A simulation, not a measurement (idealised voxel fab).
This is a process module. Its name is voxel capacitor over wiring.
In the cross-section labelled cut, the width is 250 nm and each square cell is 5 nm.
If you're reading a cross-section in this doc, picture square cells in a grid; it comes to you as bands, top ones listed first down to the bottom, and a band can be one or more rows of cells.
Top, bottom (nm), then materials left to right with widths (nm); lone material tagged "all across" fills the whole band edge to edge; "blank" = empty space.
Heads up on the height convention: 0 is the point under which the incoming wafer is all one material, and the lowest band has no bottom, it just keeps going down, like "top 0, no bottom".
Width spec "30->40" -> top row of cells at first value, bottom row at second value, equal per-row change in between.
Step marked "same as before"? Then no cell in the cross-section changed in it.
Any empty space of 8 cells or more lacking an open way to the top shows up in "Unvented cavities" as width x height at distance, distance from the left edge, in nm.
Read whatever lies past the settings on a step's line as the simulator's own remark about the step.
overlay nm: on a step with a mask, how far right of its planned place the mask lay; negative means left.

**Below is the list of planned process steps**
| 1 | RECEIVE (material Si) |
| 2 | CONFORMAL_DEP (material SiO2; thk nm 15) |
| 3 | CONFORMAL_DEP (material SiCN; thk nm 5) |
| 4 | DIRECTIONAL_DEP (material lowk; thk nm 15) |
| 5 | DIRECTIONAL_DEP (material aC; thk nm 15) |
| 6 | PATTERN (tone open; mask id METAL_1; material resist; width nm 30; pitch nm 90; thk nm 30; overlay nm 0) |
| 7 | DIRECTIONAL_ETCH (etch materials aC; depth nm 15) |
| 8 | STRIP (etch materials resist) |
| 9 | DIRECTIONAL_ETCH (etch materials lowk; depth nm 15) |
| 10 | DIRECTIONAL_ETCH (etch materials SiCN; depth nm 5) |
| 11 | STRIP (etch materials aC) |
| 12 | CONFORMAL_DEP (material TiN; thk nm 5) |
| 13 | FILL_DEP (material Cu; thk nm 10) |
| 14 | CMP (height nm 35) |
| 15 | CONFORMAL_DEP (material SiCN; thk nm 5) |
| 16 | DIRECTIONAL_DEP (material SiO2; thk nm 15) |
| 17 | MASKED_ETCH (tone open; mask id PLUG_1; width nm 15; etch materials SiO2; depth nm 15; overlay nm 0) |
| 18 | MASKED_ETCH (tone open; mask id PLUG_1; width nm 15; etch materials SiCN; depth nm 5; overlay nm 0) |
| 19 | EPI (material Ru; thk nm 10) |
| 20 | EPI (material Ru; thk nm 10) |
| 21 | DIRECTIONAL_DEP (material TiN; thk nm 10) |
| 22 | DIRECTIONAL_DEP (material Al2O3; thk nm 5) |
| 23 | DIRECTIONAL_DEP (material TiN; thk nm 10) |
| 24 | MASKED_ETCH (tone cover; mask id UPPER_PLATE; width nm 65; etch materials TiN; depth nm 10; overlay nm 0) |
| 25 | MASKED_ETCH (tone cover; mask id UPPER_PLATE; width nm 65; etch materials Al2O3; depth nm 5; overlay nm 0) |
| 26 | PATTERN (tone cover; mask id LOWER_PLATE; material resist; width nm 75; thk nm 20; overlay nm 0) |
| 27 | DIRECTIONAL_ETCH (etch materials TiN; depth nm 10) |
| 28 | STRIP (etch materials resist) |
| 29 | FILL_DEP (material SiO2; thk nm 15) |
| 30 | CMP (height nm 90) |
| 31 | PATTERN (tone open; mask id PLUG_2; material resist; width nm 15; thk nm 15; overlay nm 0) |
| 32 | DIRECTIONAL_ETCH (etch materials SiO2; depth nm 10) |
| 33 | STRIP (etch materials resist) |
| 34 | CONFORMAL_DEP (material TiN; thk nm 5) |
| 35 | FILL_DEP (material Ru; thk nm 5) |
| 36 | CMP (height nm 90) |
| 37 | CONFORMAL_DEP (material SiCN; thk nm 5) |

**First of two wafers, processed according to plan**

**Wafer as received: cross-section following step 1**
* top 0, no bottom | Si all across
* Unvented cavities: none

**Once step 2 is through, the wafer looks like this in cross-section**
* top 15, bottom 0 | SiO2 all across
* Whatever lies below 0 is exactly as it was before.

**Once step 3 is through, the wafer looks like this in cross-section**
* top 20, bottom 15 | SiCN all across
* Whatever lies below 15 is exactly as it was before.

**Once step 4 is through, the wafer looks like this in cross-section**
* top 35, bottom 20 | lowk all across
* Whatever lies below 20 is exactly as it was before.

**Once step 5 is through, the wafer looks like this in cross-section**
* top 50, bottom 35 | aC all across
* Whatever lies below 35 is exactly as it was before.

**Once step 6 is through, the wafer looks like this in cross-section**
* top 80, bottom 50 | 65 nm resist; 30 nm blank; 60 nm resist; 30 nm blank; 65 nm resist
* Whatever lies below 50 is exactly as it was before.

**Once step 7 is through, the wafer looks like this in cross-section**
* top 65, bottom 50 | 65 nm resist; 30 nm blank; 60 nm resist; 30 nm blank; 65 nm resist
* top 50, bottom 35 | 65 nm aC; 30 nm blank; 60 nm aC; 30 nm blank; 65 nm aC
* Whatever lies below 35 is exactly as it was before.

**Once step 8 is through, the wafer looks like this in cross-section**
* top 50, bottom 35 | 65 nm aC; 30 nm blank; 60 nm aC; 30 nm blank; 65 nm aC
* Whatever lies below 35 is exactly as it was before.

**Once step 9 is through, the wafer looks like this in cross-section**
* top 50, bottom 35 | 65 nm aC; 30 nm blank; 60 nm aC; 30 nm blank; 65 nm aC
* top 35, bottom 20 | 65 nm lowk; 30 nm blank; 60 nm lowk; 30 nm blank; 65 nm lowk
* Whatever lies below 20 is exactly as it was before.

**Once step 10 is through, the wafer looks like this in cross-section**
* top 50, bottom 35 | 65 nm aC; 30 nm blank; 60 nm aC; 30 nm blank; 65 nm aC
* top 35, bottom 20 | 65 nm lowk; 30 nm blank; 60 nm lowk; 30 nm blank; 65 nm lowk
* top 20, bottom 15 | 65 nm SiCN; 30 nm blank; 60 nm SiCN; 30 nm blank; 65 nm SiCN
* Whatever lies below 15 is exactly as it was before.

**Once step 11 is through, the wafer looks like this in cross-section**
* top 35, bottom 20 | 65 nm lowk; 30 nm blank; 60 nm lowk; 30 nm blank; 65 nm lowk
* Whatever lies below 20 is exactly as it was before.

**Once step 12 is through, the wafer looks like this in cross-section**
* top 40, bottom 35 | 70 nm TiN; 20 nm blank; 70 nm TiN; 20 nm blank; 70 nm TiN
* top 35, bottom 20 | 65 nm lowk; 5 nm TiN; 20 nm blank; 5 nm TiN; 60 nm lowk; 5 nm TiN; 20 nm blank; 5 nm TiN; 65 nm lowk
* top 20, bottom 15 | 65 nm SiCN; 30 nm TiN; 60 nm SiCN; 30 nm TiN; 65 nm SiCN
* Whatever lies below 15 is exactly as it was before.

**Once step 13 is through, the wafer looks like this in cross-section**
* top 50, bottom 40 | Cu all across
* top 40, bottom 35 | 70 nm TiN; 20 nm Cu; 70 nm TiN; 20 nm Cu; 70 nm TiN
* top 35, bottom 20 | 65 nm lowk; 5 nm TiN; 20 nm Cu; 5 nm TiN; 60 nm lowk; 5 nm TiN; 20 nm Cu; 5 nm TiN; 65 nm lowk
* Whatever lies below 20 is exactly as it was before.

**Once step 14 is through, the wafer looks like this in cross-section**
* top 35, bottom 20 | 65 nm lowk; 5 nm TiN; 20 nm Cu; 5 nm TiN; 60 nm lowk; 5 nm TiN; 20 nm Cu; 5 nm TiN; 65 nm lowk
* Whatever lies below 20 is exactly as it was before.

**Once step 15 is through, the wafer looks like this in cross-section**
* top 40, bottom 35 | SiCN all across
* Whatever lies below 35 is exactly as it was before.

**Once step 16 is through, the wafer looks like this in cross-section**
* top 55, bottom 40 | SiO2 all across
* Whatever lies below 40 is exactly as it was before.

**Once step 17 is through, the wafer looks like this in cross-section**
* top 55, bottom 40 | 80 nm SiO2; 15 nm blank; 155 nm SiO2
* Whatever lies below 40 is exactly as it was before.

**Once step 18 is through, the wafer looks like this in cross-section**
* top 55, bottom 40 | 80 nm SiO2; 15 nm blank; 155 nm SiO2
* top 40, bottom 35 | 80 nm SiCN; 15 nm blank; 155 nm SiCN
* Whatever lies below 35 is exactly as it was before.

**Once step 19 is through, the wafer looks like this in cross-section**
* top 55, bottom 45 | 80 nm SiO2; 15 nm blank; 155 nm SiO2
* top 45, bottom 40 | 80 nm SiO2; 15 nm Ru; 155 nm SiO2
* top 40, bottom 35 | 80 nm SiCN; 15 nm Ru; 155 nm SiCN
* Whatever lies below 35 is exactly as it was before.

**Once step 20 is through, the wafer looks like this in cross-section**
* top 55, bottom 40 | 80 nm SiO2; 15 nm Ru; 155 nm SiO2
* Whatever lies below 40 is exactly as it was before.

**Once step 21 is through, the wafer looks like this in cross-section**
* top 65, bottom 55 | TiN all across
* Whatever lies below 55 is exactly as it was before.

**Once step 22 is through, the wafer looks like this in cross-section**
* top 70, bottom 65 | Al2O3 all across
* Whatever lies below 65 is exactly as it was before.

**Once step 23 is through, the wafer looks like this in cross-section**
* top 80, bottom 70 | TiN all across
* Whatever lies below 70 is exactly as it was before.

**Once step 24 is through, the wafer looks like this in cross-section**
* top 80, bottom 70 | 80 nm blank; 65 nm TiN; 105 nm blank
* Whatever lies below 70 is exactly as it was before.

**Once step 25 is through, the wafer looks like this in cross-section**
* top 80, bottom 70 | 80 nm blank; 65 nm TiN; 105 nm blank
* top 70, bottom 65 | 80 nm blank; 65 nm Al2O3; 105 nm blank
* Whatever lies below 65 is exactly as it was before.

**Once step 26 is through, the wafer looks like this in cross-section**
* top 100, bottom 80 | 75 nm blank; 75 nm resist; 100 nm blank
* top 80, bottom 70 | 75 nm blank; 5 nm resist; 65 nm TiN; 5 nm resist; 100 nm blank
* top 70, bottom 65 | 75 nm blank; 5 nm resist; 65 nm Al2O3; 5 nm resist; 100 nm blank
* Whatever lies below 65 is exactly as it was before.

**Once step 27 is through, the wafer looks like this in cross-section**
* top 100, bottom 80 | 75 nm blank; 75 nm resist; 100 nm blank
* top 80, bottom 70 | 75 nm blank; 5 nm resist; 65 nm TiN; 5 nm resist; 100 nm blank
* top 70, bottom 65 | 75 nm blank; 5 nm resist; 65 nm Al2O3; 5 nm resist; 100 nm blank
* top 65, bottom 55 | 75 nm blank; 75 nm TiN; 100 nm blank
* Whatever lies below 55 is exactly as it was before.

**Once step 28 is through, the wafer looks like this in cross-section**
* top 80, bottom 70 | 80 nm blank; 65 nm TiN; 105 nm blank
* top 70, bottom 65 | 80 nm blank; 65 nm Al2O3; 105 nm blank
* Whatever lies below 65 is exactly as it was before.

**Once step 29 is through, the wafer looks like this in cross-section**
* top 95, bottom 80 | SiO2 all across
* top 80, bottom 70 | 80 nm SiO2; 65 nm TiN; 105 nm SiO2
* top 70, bottom 65 | 80 nm SiO2; 65 nm Al2O3; 105 nm SiO2
* top 65, bottom 55 | 75 nm SiO2; 75 nm TiN; 100 nm SiO2
* Whatever lies below 55 is exactly as it was before.

**Once step 30 is through, the wafer looks like this in cross-section**
* top 90, bottom 80 | SiO2 all across
* Whatever lies below 80 is exactly as it was before.

**Once step 31 is through, the wafer looks like this in cross-section**
* top 105, bottom 90 | 90 nm resist; 15 nm blank; 145 nm resist
* Whatever lies below 90 is exactly as it was before.

**Once step 32 is through, the wafer looks like this in cross-section**
* top 105, bottom 90 | 90 nm resist; 15 nm blank; 145 nm resist
* top 90, bottom 80 | 90 nm SiO2; 15 nm blank; 145 nm SiO2
* Whatever lies below 80 is exactly as it was before.

**Once step 33 is through, the wafer looks like this in cross-section**
* top 90, bottom 80 | 90 nm SiO2; 15 nm blank; 145 nm SiO2
* Whatever lies below 80 is exactly as it was before.

**Once step 34 is through, the wafer looks like this in cross-section**
* top 95, bottom 90 | 95 nm TiN; 5 nm blank; 150 nm TiN
* top 90, bottom 85 | 90 nm SiO2; 5 nm TiN; 5 nm blank; 5 nm TiN; 145 nm SiO2
* top 85, bottom 80 | 90 nm SiO2; 15 nm TiN; 145 nm SiO2
* Whatever lies below 80 is exactly as it was before.

**Once step 35 is through, the wafer looks like this in cross-section**
* top 100, bottom 95 | Ru all across
* top 95, bottom 90 | 95 nm TiN; 5 nm Ru; 150 nm TiN
* top 90, bottom 85 | 90 nm SiO2; 5 nm TiN; 5 nm Ru; 5 nm TiN; 145 nm SiO2
* Whatever lies below 85 is exactly as it was before.

**Once step 36 is through, the wafer looks like this in cross-section**
* top 90, bottom 85 | 90 nm SiO2; 5 nm TiN; 5 nm Ru; 5 nm TiN; 145 nm SiO2
* Whatever lies below 85 is exactly as it was before.

**Once step 37 is through, the wafer looks like this in cross-section**
* top 95, bottom 90 | SiCN all across
* Whatever lies below 90 is exactly as it was before.

**Wafer two of two - same starting point, same process plan, one mistake in execution; matches wafer one up to and including step 21**

Look at the second wafer in cross-section at the time step 22 ought to have finished: same as before

**Look at the second wafer in cross-section at the time step 23 ought to have finished**
* top 75, bottom 55 | TiN all across
* Whatever lies below 55 is exactly as it was before.

**Look at the second wafer in cross-section at the time step 24 ought to have finished**
* top 75, bottom 65 | 80 nm blank; 65 nm TiN; 105 nm blank
* Whatever lies below 65 is exactly as it was before.

Look at the second wafer in cross-section at the time step 25 ought to have finished: same as before

**Look at the second wafer in cross-section at the time step 26 ought to have finished**
* top 95, bottom 75 | 75 nm blank; 75 nm resist; 100 nm blank
* top 75, bottom 65 | 75 nm blank; 5 nm resist; 65 nm TiN; 5 nm resist; 100 nm blank
* Whatever lies below 65 is exactly as it was before.

**Look at the second wafer in cross-section at the time step 27 ought to have finished**
* top 95, bottom 75 | 75 nm blank; 75 nm resist; 100 nm blank
* top 75, bottom 65 | 75 nm blank; 5 nm resist; 65 nm TiN; 5 nm resist; 100 nm blank
* top 65, bottom 55 | 75 nm blank; 75 nm TiN; 100 nm blank
* Whatever lies below 55 is exactly as it was before.

**Look at the second wafer in cross-section at the time step 28 ought to have finished**
* top 75, bottom 65 | 80 nm blank; 65 nm TiN; 105 nm blank
* Whatever lies below 65 is exactly as it was before.

**Look at the second wafer in cross-section at the time step 29 ought to have finished**
* top 90, bottom 75 | SiO2 all across
* top 75, bottom 65 | 80 nm SiO2; 65 nm TiN; 105 nm SiO2
* top 65, bottom 55 | 75 nm SiO2; 75 nm TiN; 100 nm SiO2
* Whatever lies below 55 is exactly as it was before.

Look at the second wafer in cross-section at the time step 30 ought to have finished: same as before

**Look at the second wafer in cross-section at the time step 31 ought to have finished**
* top 105, bottom 90 | 90 nm resist; 15 nm blank; 145 nm resist
* Whatever lies below 90 is exactly as it was before.

**Look at the second wafer in cross-section at the time step 32 ought to have finished**
* top 105, bottom 90 | 90 nm resist; 15 nm blank; 145 nm resist
* top 90, bottom 80 | 90 nm SiO2; 15 nm blank; 145 nm SiO2
* Whatever lies below 80 is exactly as it was before.

**Look at the second wafer in cross-section at the time step 33 ought to have finished**
* top 90, bottom 80 | 90 nm SiO2; 15 nm blank; 145 nm SiO2
* Whatever lies below 80 is exactly as it was before.

**Look at the second wafer in cross-section at the time step 34 ought to have finished**
* top 95, bottom 90 | 95 nm TiN; 5 nm blank; 150 nm TiN
* top 90, bottom 85 | 90 nm SiO2; 5 nm TiN; 5 nm blank; 5 nm TiN; 145 nm SiO2
* top 85, bottom 80 | 90 nm SiO2; 15 nm TiN; 145 nm SiO2
* Whatever lies below 80 is exactly as it was before.

**Look at the second wafer in cross-section at the time step 35 ought to have finished**
* top 100, bottom 95 | Ru all across
* top 95, bottom 90 | 95 nm TiN; 5 nm Ru; 150 nm TiN
* top 90, bottom 85 | 90 nm SiO2; 5 nm TiN; 5 nm Ru; 5 nm TiN; 145 nm SiO2
* Whatever lies below 85 is exactly as it was before.

**Look at the second wafer in cross-section at the time step 36 ought to have finished**
* top 90, bottom 85 | 90 nm SiO2; 5 nm TiN; 5 nm Ru; 5 nm TiN; 145 nm SiO2
* Whatever lies below 85 is exactly as it was before.

**Look at the second wafer in cross-section at the time step 37 ought to have finished**
* top 95, bottom 90 | SiCN all across
* Whatever lies below 90 is exactly as it was before.
Against the plan, the run slipped here: step 22 of the plan was omitted and not executed
At the finish, the second wafer shows more or fewer cells for some materials than the first does: Al2O3 -13; SiO2 +13
